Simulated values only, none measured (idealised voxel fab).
Documented hereafter: the process module known as voxel quadruple lines.
The cross-section on display is named cut; it measures 260 nm wide, and its cells are 5 nm squares.
Cross-section layout: square cells on a grid; listed as bands, top to bottom; a band spans one or more cell rows.
Look at the band entry: it leads with the top's height and the bottom's height in nm. Then it lists the materials left to right, with a width in nm for each. The word "everywhere" on a single material says that material fills the band edge to edge. The word "blank" is empty space.
Where do heights start? At 0: under that level the wafer as delivered is made of one material only. And the lowest band has no floor; it just carries on downward, as in "0 down".
It should be noted that a width expressed as "30..40" varies in equal increments from row to row of cells within the band, taking the value of the first number at the top row and that of the second number at the bottom row.
Basically "changes: none" means that step didn't change any cell in the cross-section.
"Sealed void inventory" contains a list of empty spaces, each no smaller than 8 cells and without an open way to the top, written in the form width x height at distance with the distance from the left edge and all three in nm.
Where a step's line continues beyond its settings, the continuation is a remark by the simulator itself on that step.
The optional step-line setting "overlay nm" applies to steps with a mask and quantifies how far to the right of its planned location the mask lay, a negative value indicating leftward placement.
## The steps planned for the process are as follows
1 RECEIVE: material Si
2 CONFORMAL_DEP: material SiO2, thk nm 5
3 DIRECTIONAL_DEP: material Ru, thk nm 10
4 DIRECTIONAL_DEP: material polySi, thk nm 15
5 DIRECTIONAL_DEP: material aC, thk nm 20
6 PATTERN: tone cover, mask id MANDREL, material resist, width nm 35, thk nm 25, overlay nm 0
7 DIRECTIONAL_ETCH: etch materials aC, depth nm 20
8 STRIP: etch materials resist
9 CONFORMAL_DEP: material SiO2, thk nm 15
10 DIRECTIONAL_ETCH: etch materials SiO2, depth nm 15
11 STRIP: etch materials aC
12 DIRECTIONAL_ETCH: etch materials polySi, depth nm 15
13 STRIP: etch materials SiO2
14 CONFORMAL_DEP: material SiCN, thk nm 10
15 DIRECTIONAL_ETCH: etch materials SiCN, depth nm 10
16 STRIP: etch materials polySi
17 DIRECTIONAL_ETCH: etch materials Ru, depth nm 10
18 STRIP: etch materials SiCN
## Cross-section of the incoming wafer, state after step 1
* 0 down | Si everywhere
* Sealed void inventory: none
## One mistake in running the module, otherwise start and plan as above: cross-section at the end
* 15 to 5 | blank 100 nm, Ru 10 nm, blank 15 nm, Ru 5 nm, blank 15 nm, Ru 10 nm, blank 105 nm
* 5 to 0 | SiO2 everywhere
* 0 down | Si everywhere
* Sealed void inventory: none
The mistake made against the process plan was this: note that step 6 departed from the planned setting and was carried out as PATTERN: tone open, mask id MANDREL, material resist, width nm 35, thk nm 25, overlay nm 0
